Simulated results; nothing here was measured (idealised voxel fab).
Proc. module: voxel ribs on slabs
The cross-section shown here is cut; it is 180 nm wide and divided into square cells measuring 5 nm on a side.
A cross-section is written here as square cells arranged in a grid, and it is given in bands from the top down, each band taking up one or more rows of cells. The band entry comprises the height of the band's top followed by the height of its bottom, expressed in nm, and subsequently the band's materials from left to right, each stated together with its width in nm. Where a single material is marked with the word "throughout", that material fills the band from edge to edge. The word "empty" represents empty space. Heights are measured from 0, the level below which the as-received wafer is all one material; the lowest band has no bottom and continues downward, written as in "0 -> down". Think of "30 to 40" as a width that walks from the first number to the second as you go down the band, top row to bottom row, taking equal-sized steps from row to row. It should be understood that the words "nothing got changed", when stated for a given step, signify that the cross-section underwent no change in any of its cells during that step. In "Sealed internal voids" the enclosed voids are listed, meaning empty spaces of 8 cells or larger without any opening to the top. The form is width x height at distance, distance from the left edge, units nm. Note: text after step settings on the step line = simulator remark on that step. Regarding "overlay nm": on a step with a mask, it is the distance the mask lay to the right of its planned place; a negative value places it to the left.
The steps planned for the process are as follows
| 1 | RECEIVE with material Si |
| 2 | DIRECTIONAL_DEP with material SiO2, thk nm 25 |
| 3 | DIRECTIONAL_DEP with material polySi, thk nm 15 |
| 4 | MASKED_ETCH with tone cover, mask id RIB, width nm 20, etch materials polySi, depth nm 10, overlay nm 0 |
| 5 | PATTERN with tone cover, mask id SLAB, material resist, width nm 80, thk nm 15, overlay nm 0 |
| 6 | DIRECTIONAL_ETCH with etch materials polySi, depth nm 5 |
| 7 | STRIP with etch materials resist |
| 8 | FILL_DEP with material SiO2, thk nm 20 |
| 9 | CMP with height nm 50 |
| 10 | DIRECTIONAL_DEP with material W, thk nm 5 |
| 11 | PATTERN with tone cover, mask id HEATER, material resist, width nm 30, thk nm 20, overlay nm 0 |
| 12 | DIRECTIONAL_ETCH with etch materials W, depth nm 5 |
| 13 | STRIP with etch materials resist |
| 14 | CONFORMAL_DEP with material SiN, thk nm 10 |
Here's what the wafer looked like in cross-section when it arrived - that's after step 1
- 0 -> down | Si throughout
- Sealed internal voids: none
What the wafer looks like in cross-section after this module, when it starts as shown above and follows the plan above but one mistake is made in running it
- 65 -> 60 | empty 65, then SiN 50, then empty 65
- 60 -> 55 | SiN throughout
- 55 -> 50 | SiN 75, then W 30, then SiN 75
- 50 -> 15 | SiO2 throughout
- 15 -> 0 | polySi throughout
- 0 -> down | Si throughout
- Sealed internal voids: none
What was the processing mistake? steps 2 and 3 swapped
